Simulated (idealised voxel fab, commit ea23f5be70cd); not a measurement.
The following is a process module called voxel quadruple lines.
Section shown: cut. Width: 265 nm. Cell size: 5 nm, square.
This document writes a cross-section as a grid whose cells are square, and gives it as bands, listed from the top down; one or more rows of cells form a band.
Band: top height; bottom height; in nm. Then, left to right: material with width in nm, for each material. "full width": a single material spanning edge to edge. "blank": empty space.
Heights are expressed relative to 0, this being the level below which the as-received wafer comprises one material exclusively. The lowest band is unbounded in the downward direction and is denoted as in "from 0 down".
The notation "30..40" denotes a width that varies across the rows of cells in the band, beginning at the first number in the top row, finishing at the second number in the bottom row, and changing by an identical amount from each row to the next.
Basically "remains unaltered" means that step didn't change any cell in the cross-section.
The entry "Sealed void listing" lists the empty spaces that cover at least 8 cells and have no open path to the top. Each is written as width x height at distance, where the distance is measured from the left edge and all three values are in nm.
On a step's line, text after the settings is the simulator commenting on that step.
overlay nm: mask offset rightward from planned place, masked step; negative means leftward offset.
Each pair below shows a cross-section before one step and the cross-section after it, down to the lowest band that changed. The line under each pair gives the step between them, with its settings. The pairs can come from different runs of this module on the same starting wafer, so a pair continues from the pair above only where its "Pre-step view" says so.

### Pre-step view
  from 55 to 30 | 75 nm blank, 35 nm aC, 45 nm blank, 35 nm aC, 75 nm blank
  from 30 to 15 | polySi full width
  from 15 to 5 | TiN full width
  from 5 to 0 | SiO2 full width
  from 0 down | Si full width
  Sealed void listing: none

### Sectional Result
  from 70 to 55 | 60 nm blank, 65 nm SiO2, 15 nm blank, 65 nm SiO2, 60 nm blank
  from 55 to 45 | 60 nm blank, 15 nm SiO2, 35 nm aC, 15 nm SiO2, 15 nm blank, 15 nm SiO2, 35 nm aC, 15 nm SiO2, 60 nm blank
  from 45 to 30 | 75 nm SiO2, 35 nm aC, 45 nm SiO2, 35 nm aC, 75 nm SiO2
  Whatever lies below 30 is exactly as it was before.
  Sealed void listing: none
Between the cross-sections above, the step performed was CONFORMAL_DEP [material SiO2] [thk nm 15]

Pre-step view: The structure entering this step is exactly what the pair just above shows after its step.

### Sectional Result
  from 55 to 30 | 60 nm blank, 15 nm SiO2, 35 nm aC, 15 nm SiO2, 15 nm blank, 15 nm SiO2, 35 nm aC, 15 nm SiO2, 60 nm blank
  Whatever lies below 30 is exactly as it was before.
  Sealed void listing: none
Between the cross-sections above, the step performed was DIRECTIONAL_ETCH [etch materials SiO2] [depth nm 15]

Pre-step view: The structure entering this step is exactly what the pair just above shows after its step.

### Sectional Result
  from 55 to 30 | 60 nm blank, 15 nm SiO2, 35 nm blank, 15 nm SiO2, 15 nm blank, 15 nm SiO2, 35 nm blank, 15 nm SiO2, 60 nm blank
  Whatever lies below 30 is exactly as it was before.
  Sealed void listing: none
Between the cross-sections above, the step performed was STRIP [etch materials aC]

Pre-step view: The structure entering this step is exactly what the pair just above shows after its step.

### Sectional Result
  from 55 to 30 | 60 nm blank, 15 nm SiO2, 35 nm blank, 15 nm SiO2, 15 nm blank, 15 nm SiO2, 35 nm blank, 15 nm SiO2, 60 nm blank
  from 30 to 15 | 60 nm blank, 15 nm polySi, 35 nm blank, 15 nm polySi, 15 nm blank, 15 nm polySi, 35 nm blank, 15 nm polySi, 60 nm blank
  Whatever lies below 15 is exactly as it was before.
  Sealed void listing: none
Between the cross-sections above, the step performed was DIRECTIONAL_ETCH [etch materials polySi] [depth nm 15]

Pre-step view: The structure entering this step is exactly what the pair just above shows after its step.

### Sectional Result
  from 30 to 15 | 60 nm blank, 15 nm polySi, 35 nm blank, 15 nm polySi, 15 nm blank, 15 nm polySi, 35 nm blank, 15 nm polySi, 60 nm blank
  Whatever lies below 15 is exactly as it was before.
  Sealed void listing: none
Between the cross-sections above, the step performed was STRIP [etch materials SiO2]

Pre-step view: The structure entering this step is exactly what the pair just above shows after its step.

### Sectional Result
  from 35 to 30 | 55 nm blank, 25 nm SiCN, 25 nm blank, 25 nm SiCN, 5 nm blank, 25 nm SiCN, 25 nm blank, 25 nm SiCN, 55 nm blank
  from 30 to 20 | 55 nm blank, 5 nm SiCN, 15 nm polySi, 5 nm SiCN, 25 nm blank, 5 nm SiCN, 15 nm polySi, 5 nm SiCN, 5 nm blank, 5 nm SiCN, 15 nm polySi, 5 nm SiCN, 25 nm blank, 5 nm SiCN, 15 nm polySi, 5 nm SiCN, 55 nm blank
  from 20 to 15 | 60 nm SiCN, 15 nm polySi, 35 nm SiCN, 15 nm polySi, 15 nm SiCN, 15 nm polySi, 35 nm SiCN, 15 nm polySi, 60 nm SiCN
  Whatever lies below 15 is exactly as it was before.
  Sealed void listing: none
Between the cross-sections above, the step performed was CONFORMAL_DEP [material SiCN] [thk nm 5]

Pre-step view: The structure entering this step is exactly what the pair just above shows after its step.

### Sectional Result
  from 30 to 15 | 55 nm blank, 5 nm SiCN, 15 nm polySi, 5 nm SiCN, 25 nm blank, 5 nm SiCN, 15 nm polySi, 5 nm SiCN, 5 nm blank, 5 nm SiCN, 15 nm polySi, 5 nm SiCN, 25 nm blank, 5 nm SiCN, 15 nm polySi, 5 nm SiCN, 55 nm blank
  Whatever lies below 15 is exactly as it was before.
  Sealed void listing: none
Between the cross-sections above, the step performed was DIRECTIONAL_ETCH [etch materials SiCN] [depth nm 5]

Pre-step view: The structure entering this step is exactly what the pair just above shows after its step.

### Sectional Result
  from 30 to 15 | 55 nm blank, 5 nm SiCN, 15 nm blank, 5 nm SiCN, 25 nm blank, 5 nm SiCN, 15 nm blank, 5 nm SiCN, 5 nm blank, 5 nm SiCN, 15 nm blank, 5 nm SiCN, 25 nm blank, 5 nm SiCN, 15 nm blank, 5 nm SiCN, 55 nm blank
  Whatever lies below 15 is exactly as it was before.
  Sealed void listing: none
Between the cross-sections above, the step performed was STRIP [etch materials polySi]

Pre-step view: The structure entering this step is exactly what the pair just above shows after its step.

### Sectional Result
  from 30 to 15 | 55 nm blank, 5 nm SiCN, 15 nm blank, 5 nm SiCN, 25 nm blank, 5 nm SiCN, 15 nm blank, 5 nm SiCN, 5 nm blank, 5 nm SiCN, 15 nm blank, 5 nm SiCN, 25 nm blank, 5 nm SiCN, 15 nm blank, 5 nm SiCN, 55 nm blank
  from 15 to 5 | 55 nm blank, 5 nm TiN, 15 nm blank, 5 nm TiN, 25 nm blank, 5 nm TiN, 15 nm blank, 5 nm TiN, 5 nm blank, 5 nm TiN, 15 nm blank, 5 nm TiN, 25 nm blank, 5 nm TiN, 15 nm blank, 5 nm TiN, 55 nm blank
  Whatever lies below 5 is exactly as it was before.
  Sealed void listing: none
Between the cross-sections above, the step performed was DIRECTIONAL_ETCH [etch materials TiN] [depth nm 10]

Pre-step view: The structure entering this step is exactly what the pair just above shows after its step.

### Sectional Result
  from 15 to 5 | 55 nm blank, 5 nm TiN, 15 nm blank, 5 nm TiN, 25 nm blank, 5 nm TiN, 15 nm blank, 5 nm TiN, 5 nm blank, 5 nm TiN, 15 nm blank, 5 nm TiN, 25 nm blank, 5 nm TiN, 15 nm blank, 5 nm TiN, 55 nm blank
  Whatever lies below 5 is exactly as it was before.
  Sealed void listing: none
Between the cross-sections above, the step performed was STRIP [etch materials SiCN]

### Pre-step view
  from 55 to 30 | aC full width
  from 30 to 15 | polySi full width
  from 15 to 5 | TiN full width
  from 5 to 0 | SiO2 full width
  from 0 down | Si full width
  Sealed void listing: none

### Sectional Result
  from 85 to 55 | 90 nm blank, 25 nm resist, 55 nm blank, 25 nm resist, 70 nm blank
  Whatever lies below 55 is exactly as it was before.
  Sealed void listing: none
Between the cross-sections above, the step performed was PATTERN [tone cover] [mask id MANDREL] [material resist] [width nm 25] [pitch nm 80] [thk nm 30] [overlay nm 10]

Pre-step view: The structure entering this step is exactly what the pair just above shows after its step.

### Sectional Result
  from 60 to 55 | 90 nm blank, 25 nm resist, 55 nm blank, 25 nm resist, 70 nm blank
  from 55 to 30 | 90 nm blank, 25 nm aC, 55 nm blank, 25 nm aC, 70 nm blank
  Whatever lies below 30 is exactly as it was before.
  Sealed void listing: none
Between the cross-sections above, the step performed was DIRECTIONAL_ETCH [etch materials aC] [depth nm 25]

Pre-step view: The structure entering this step is exactly what the pair just above shows after its step.

### Sectional Result
  from 55 to 30 | 90 nm blank, 25 nm aC, 55 nm blank, 25 nm aC, 70 nm blank
  Whatever lies below 30 is exactly as it was before.
  Sealed void listing: none
Between the cross-sections above, the step performed was STRIP [etch materials resist]

Pre-step view: The structure entering this step is exactly what the pair just above shows after its step.

### Sectional Result
  from 70 to 55 | 75 nm blank, 55 nm SiO2, 25 nm blank, 55 nm SiO2, 55 nm blank
  from 55 to 45 | 75 nm blank, 15 nm SiO2, 25 nm aC, 15 nm SiO2, 25 nm blank, 15 nm SiO2, 25 nm aC, 15 nm SiO2, 55 nm blank
  from 45 to 30 | 90 nm SiO2, 25 nm aC, 55 nm SiO2, 25 nm aC, 70 nm SiO2
  Whatever lies below 30 is exactly as it was before.
  Sealed void listing: none
Between the cross-sections above, the step performed was CONFORMAL_DEP [material SiO2] [thk nm 15]

Pre-step view: The structure entering this step is exactly what the pair just above shows after its step.

### Sectional Result
  from 55 to 30 | 75 nm blank, 15 nm SiO2, 25 nm aC, 15 nm SiO2, 25 nm blank, 15 nm SiO2, 25 nm aC, 15 nm SiO2, 55 nm blank
  Whatever lies below 30 is exactly as it was before.
  Sealed void listing: none
Between the cross-sections above, the step performed was DIRECTIONAL_ETCH [etch materials SiO2] [depth nm 15]

Pre-step view: The structure entering this step is exactly what the pair just above shows after its step.

### Sectional Result
  from 55 to 30 | 75 nm blank, 15 nm SiO2, 25 nm blank, 15 nm SiO2, 25 nm blank, 15 nm SiO2, 25 nm blank, 15 nm SiO2, 55 nm blank
  Whatever lies below 30 is exactly as it was before.
  Sealed void listing: none
Between the cross-sections above, the step performed was STRIP [etch materials aC]

Pre-step view: The structure entering this step is exactly what the pair just above shows after its step.

### Sectional Result
  from 55 to 30 | 75 nm blank, 15 nm SiO2, 25 nm blank, 15 nm SiO2, 25 nm blank, 15 nm SiO2, 25 nm blank, 15 nm SiO2, 55 nm blank
  from 30 to 15 | 75 nm blank, 15 nm polySi, 25 nm blank, 15 nm polySi, 25 nm blank, 15 nm polySi, 25 nm blank, 15 nm polySi, 55 nm blank
  Whatever lies below 15 is exactly as it was before.
  Sealed void listing: none
Between the cross-sections above, the step performed was DIRECTIONAL_ETCH [etch materials polySi] [depth nm 15]

Pre-step view: The structure entering this step is exactly what the pair just above shows after its step.

### Sectional Result
  from 30 to 15 | 75 nm blank, 15 nm polySi, 25 nm blank, 15 nm polySi, 25 nm blank, 15 nm polySi, 25 nm blank, 15 nm polySi, 55 nm blank
  Whatever lies below 15 is exactly as it was before.
  Sealed void listing: none
Between the cross-sections above, the step performed was STRIP [etch materials SiO2]

Pre-step view: The structure entering this step is exactly what the pair just above shows after its step.

### Sectional Result
  from 35 to 30 | 70 nm blank, 25 nm SiCN, 15 nm blank, 25 nm SiCN, 15 nm blank, 25 nm SiCN, 15 nm blank, 25 nm SiCN, 50 nm blank
  from 30 to 20 | 70 nm blank, 5 nm SiCN, 15 nm polySi, 5 nm SiCN, 15 nm blank, 5 nm SiCN, 15 nm polySi, 5 nm SiCN, 15 nm blank, 5 nm SiCN, 15 nm polySi, 5 nm SiCN, 15 nm blank, 5 nm SiCN, 15 nm polySi, 5 nm SiCN, 50 nm blank
  from 20 to 15 | 75 nm SiCN, 15 nm polySi, 25 nm SiCN, 15 nm polySi, 25 nm SiCN, 15 nm polySi, 25 nm SiCN, 15 nm polySi, 55 nm SiCN
  Whatever lies below 15 is exactly as it was before.
  Sealed void listing: none
Between the cross-sections above, the step performed was CONFORMAL_DEP [material SiCN] [thk nm 5]

Pre-step view: The structure entering this step is exactly what the pair just above shows after its step.

### Sectional Result
  from 30 to 15 | 70 nm blank, 5 nm SiCN, 15 nm polySi, 5 nm SiCN, 15 nm blank, 5 nm SiCN, 15 nm polySi, 5 nm SiCN, 15 nm blank, 5 nm SiCN, 15 nm polySi, 5 nm SiCN, 15 nm blank, 5 nm SiCN, 15 nm polySi, 5 nm SiCN, 50 nm blank
  Whatever lies below 15 is exactly as it was before.
  Sealed void listing: none
Between the cross-sections above, the step performed was DIRECTIONAL_ETCH [etch materials SiCN] [depth nm 5]

Pre-step view: The structure entering this step is exactly what the pair just above shows after its step.

### Sectional Result
  from 30 to 15 | 70 nm blank, 5 nm SiCN, 15 nm blank, 5 nm SiCN, 15 nm blank, 5 nm SiCN, 15 nm blank, 5 nm SiCN, 15 nm blank, 5 nm SiCN, 15 nm blank, 5 nm SiCN, 15 nm blank, 5 nm SiCN, 15 nm blank, 5 nm SiCN, 50 nm blank
  Whatever lies below 15 is exactly as it was before.
  Sealed void listing: none
Between the cross-sections above, the step performed was STRIP [etch materials polySi]

Pre-step view: The structure entering this step is exactly what the pair just above shows after its step.

### Sectional Result
  from 30 to 15 | 70 nm blank, 5 nm SiCN, 15 nm blank, 5 nm SiCN, 15 nm blank, 5 nm SiCN, 15 nm blank, 5 nm SiCN, 15 nm blank, 5 nm SiCN, 15 nm blank, 5 nm SiCN, 15 nm blank, 5 nm SiCN, 15 nm blank, 5 nm SiCN, 50 nm blank
  from 15 to 5 | 70 nm blank, 5 nm TiN, 15 nm blank, 5 nm TiN, 15 nm blank, 5 nm TiN, 15 nm blank, 5 nm TiN, 15 nm blank, 5 nm TiN, 15 nm blank, 5 nm TiN, 15 nm blank, 5 nm TiN, 15 nm blank, 5 nm TiN, 50 nm blank
  Whatever lies below 5 is exactly as it was before.
  Sealed void listing: none
Between the cross-sections above, the step performed was DIRECTIONAL_ETCH [etch materials TiN] [depth nm 10]

Pre-step view: The structure entering this step is exactly what the pair just above shows after its step.

### Sectional Result
  from 15 to 5 | 70 nm blank, 5 nm TiN, 15 nm blank, 5 nm TiN, 15 nm blank, 5 nm TiN, 15 nm blank, 5 nm TiN, 15 nm blank, 5 nm TiN, 15 nm blank, 5 nm TiN, 15 nm blank, 5 nm TiN, 15 nm blank, 5 nm TiN, 50 nm blank
  Whatever lies below 5 is exactly as it was before.
  Sealed void listing: none
Between the cross-sections above, the step performed was STRIP [etch materials SiCN]

### Pre-step view
  from 30 to 15 | 65 nm blank, 15 nm polySi, 25 nm blank, 15 nm polySi, 25 nm blank, 15 nm polySi, 25 nm blank, 15 nm polySi, 65 nm blank
  from 15 to 5 | TiN full width
  from 5 to 0 | SiO2 full width
  from 0 down | Si full width
  Sealed void listing: none

### Sectional Result
  from 35 to 30 | 60 nm blank, 25 nm SiO2, 15 nm blank, 25 nm SiO2, 15 nm blank, 25 nm SiO2, 15 nm blank, 25 nm SiO2, 60 nm blank
  from 30 to 20 | 60 nm blank, 5 nm SiO2, 15 nm polySi, 5 nm SiO2, 15 nm blank, 5 nm SiO2, 15 nm polySi, 5 nm SiO2, 15 nm blank, 5 nm SiO2, 15 nm polySi, 5 nm SiO2, 15 nm blank, 5 nm SiO2, 15 nm polySi, 5 nm SiO2, 60 nm blank
  from 20 to 15 | 65 nm SiO2, 15 nm polySi, 25 nm SiO2, 15 nm polySi, 25 nm SiO2, 15 nm polySi, 25 nm SiO2, 15 nm polySi, 65 nm SiO2
  Whatever lies below 15 is exactly as it was before.
  Sealed void listing: none
Between the cross-sections above, the step performed was CONFORMAL_DEP [material SiO2] [thk nm 5]

### Pre-step view
  from 55 to 30 | aC full width
  from 30 to 15 | polySi full width
  from 15 to 5 | TiN full width
  from 5 to 0 | SiO2 full width
  from 0 down | Si full width
  Sealed void listing: none

### Sectional Result
  from 85 to 55 | 80 nm resist, 25 nm blank, 55 nm resist, 25 nm blank, 80 nm resist
  Whatever lies below 55 is exactly as it was before.
  Sealed void listing: none
Between the cross-sections above, the step performed was PATTERN [tone open] [mask id MANDREL] [material resist] [width nm 25] [pitch nm 80] [thk nm 30] [overlay nm 0]

Pre-step view: The structure entering this step is exactly what the pair just above shows after its step.

### Sectional Result
  from 60 to 55 | 80 nm resist, 25 nm blank, 55 nm resist, 25 nm blank, 80 nm resist
  from 55 to 30 | 80 nm aC, 25 nm blank, 55 nm aC, 25 nm blank, 80 nm aC
  Whatever lies below 30 is exactly as it was before.
  Sealed void listing: none
Between the cross-sections above, the step performed was DIRECTIONAL_ETCH [etch materials aC] [depth nm 25]

Pre-step view: The structure entering this step is exactly what the pair just above shows after its step.

### Sectional Result
  from 55 to 30 | 80 nm aC, 25 nm blank, 55 nm aC, 25 nm blank, 80 nm aC
  Whatever lies below 30 is exactly as it was before.
  Sealed void listing: none
Between the cross-sections above, the step performed was STRIP [etch materials resist]

Pre-step view: The structure entering this step is exactly what the pair just above shows after its step.

### Sectional Result
  from 70 to 55 | SiO2 full width
  from 55 to 30 | 80 nm aC, 25 nm SiO2, 55 nm aC, 25 nm SiO2, 80 nm aC
  Whatever lies below 30 is exactly as it was before.
  Sealed void listing: none
Between the cross-sections above, the step performed was CONFORMAL_DEP [material SiO2] [thk nm 15]

Pre-step view: The structure entering this step is exactly what the pair just above shows after its step.

### Sectional Result
  from 55 to 30 | 80 nm aC, 25 nm SiO2, 55 nm aC, 25 nm SiO2, 80 nm aC
  Whatever lies below 30 is exactly as it was before.
  Sealed void listing: none
Between the cross-sections above, the step performed was DIRECTIONAL_ETCH [etch materials SiO2] [depth nm 15]

Pre-step view: The structure entering this step is exactly what the pair just above shows after its step.

### Sectional Result
  from 55 to 30 | 80 nm blank, 25 nm SiO2, 55 nm blank, 25 nm SiO2, 80 nm blank
  Whatever lies below 30 is exactly as it was before.
  Sealed void listing: none
Between the cross-sections above, the step performed was STRIP [etch materials aC]

Pre-step view: The structure entering this step is exactly what the pair just above shows after its step.

### Sectional Result
  from 55 to 30 | 80 nm blank, 25 nm SiO2, 55 nm blank, 25 nm SiO2, 80 nm blank
  from 30 to 15 | 80 nm blank, 25 nm polySi, 55 nm blank, 25 nm polySi, 80 nm blank
  Whatever lies below 15 is exactly as it was before.
  Sealed void listing: none
Between the cross-sections above, the step performed was DIRECTIONAL_ETCH [etch materials polySi] [depth nm 15]

Pre-step view: The structure entering this step is exactly what the pair just above shows after its step.

### Sectional Result
  from 30 to 15 | 80 nm blank, 25 nm polySi, 55 nm blank, 25 nm polySi, 80 nm blank
  Whatever lies below 15 is exactly as it was before.
  Sealed void listing: none
Between the cross-sections above, the step performed was STRIP [etch materials SiO2]

Pre-step view: The structure entering this step is exactly what the pair just above shows after its step.

### Sectional Result
  from 35 to 30 | 75 nm blank, 35 nm SiCN, 45 nm blank, 35 nm SiCN, 75 nm blank
  from 30 to 20 | 75 nm blank, 5 nm SiCN, 25 nm polySi, 5 nm SiCN, 45 nm blank, 5 nm SiCN, 25 nm polySi, 5 nm SiCN, 75 nm blank
  from 20 to 15 | 80 nm SiCN, 25 nm polySi, 55 nm SiCN, 25 nm polySi, 80 nm SiCN
  Whatever lies below 15 is exactly as it was before.
  Sealed void listing: none
Between the cross-sections above, the step performed was CONFORMAL_DEP [material SiCN] [thk nm 5]

Pre-step view: The structure entering this step is exactly what the pair just above shows after its step.

### Sectional Result
  from 30 to 15 | 75 nm blank, 5 nm SiCN, 25 nm polySi, 5 nm SiCN, 45 nm blank, 5 nm SiCN, 25 nm polySi, 5 nm SiCN, 75 nm blank
  Whatever lies below 15 is exactly as it was before.
  Sealed void listing: none
Between the cross-sections above, the step performed was DIRECTIONAL_ETCH [etch materials SiCN] [depth nm 5]

Pre-step view: The structure entering this step is exactly what the pair just above shows after its step.

### Sectional Result
  from 30 to 15 | 75 nm blank, 5 nm SiCN, 25 nm blank, 5 nm SiCN, 45 nm blank, 5 nm SiCN, 25 nm blank, 5 nm SiCN, 75 nm blank
  Whatever lies below 15 is exactly as it was before.
  Sealed void listing: none
Between the cross-sections above, the step performed was STRIP [etch materials polySi]

Pre-step view: The structure entering this step is exactly what the pair just above shows after its step.

### Sectional Result
  from 30 to 15 | 75 nm blank, 5 nm SiCN, 25 nm blank, 5 nm SiCN, 45 nm blank, 5 nm SiCN, 25 nm blank, 5 nm SiCN, 75 nm blank
  from 15 to 5 | 75 nm blank, 5 nm TiN, 25 nm blank, 5 nm TiN, 45 nm blank, 5 nm TiN, 25 nm blank, 5 nm TiN, 75 nm blank
  Whatever lies below 5 is exactly as it was before.
  Sealed void listing: none
Between the cross-sections above, the step performed was DIRECTIONAL_ETCH [etch materials TiN] [depth nm 10]

Pre-step view: The structure entering this step is exactly what the pair just above shows after its step.

### Sectional Result
  from 15 to 5 | 75 nm blank, 5 nm TiN, 25 nm blank, 5 nm TiN, 45 nm blank, 5 nm TiN, 25 nm blank, 5 nm TiN, 75 nm blank
  Whatever lies below 5 is exactly as it was before.
  Sealed void listing: none
Between the cross-sections above, the step performed was STRIP [etch materials SiCN]
